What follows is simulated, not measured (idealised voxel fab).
The document below concerns the process module designated voxel fin reveal.
Section cut is 185 nm wide and gridded with 5 nm square cells.
Cross-section spec: square-cell grid; bands listed top down; each band is one or more rows.
Heights first: top, then bottom, in nm. Then materials, left to right, each with a width in nm. "throughout" on a single material: fills the band edge to edge. "air": empty space.
Counting heights begins at 0, where everything beneath is, in the wafer as received, one material. The lowest band has no bottom; it goes on downwards, as "0 down" shows.
Note: "30 to 40" means the width goes from the first number (top row of the band) to the second number (bottom row) in equal steps per row of cells.
The cross-section has no changed cell in any step marked "nothing altered".
"Fully sealed voids" enumerates empty spaces isolated from the top, with no open way to it, that contain at least 8 cells, giving each as width x height at distance from the left edge, all three in nm.
That trailing text on a step's line, after the settings, is the simulator's own remark on the step.
"overlay nm", when on a step's line for a step with a mask, measures how far to the right of its planned place the mask lay; a negative measure means to the left.

Here's what the planned process steps look like:
1,RECEIVE, material Si
2,CONFORMAL_DEP, material SiN, thk nm 5
3,MASKED_ETCH, tone cover, mask id FINS, width nm 15, pitch nm 45, etch materials SiN, depth nm 5, overlay nm 0
4,MASKED_ETCH, tone cover, mask id FINS, width nm 15, pitch nm 45, etch materials Si, depth nm 40, overlay nm 0
5,OXIDIZE, depth nm 5
6,FILL_DEP, material SiO2, thk nm 5
7,CMP, height nm 5
8,SELECTIVE_ETCH, etch materials SiO2, depth nm 25
9,STRIP, etch materials SiN

Wafer as received: cross-section following step 1:
    0 down = Si throughout
    Fully sealed voids: none

The module was run from the start shown above using the plan shown above, but one mistake was made doing it; the resulting wafer cross-section is below:
    5 to 0 = air (15)  SiN (15)  air (30)  SiN (15)  air (30)  SiN (15)  air (30)  SiN (15)  air (20)
    0 to -20 = air (20)  Si (5)  air (40)  Si (5)  air (40)  Si (5)  air (40)  Si (5)  air (25)
    -20 to -45 = SiO2 (20)  Si (5)  SiO2 (40)  Si (5)  SiO2 (40)  Si (5)  SiO2 (40)  Si (5)  SiO2 (25)
    -45 down = Si throughout
    Fully sealed voids: none
Finding, execution versus plan: plan step 9: skipped, not run
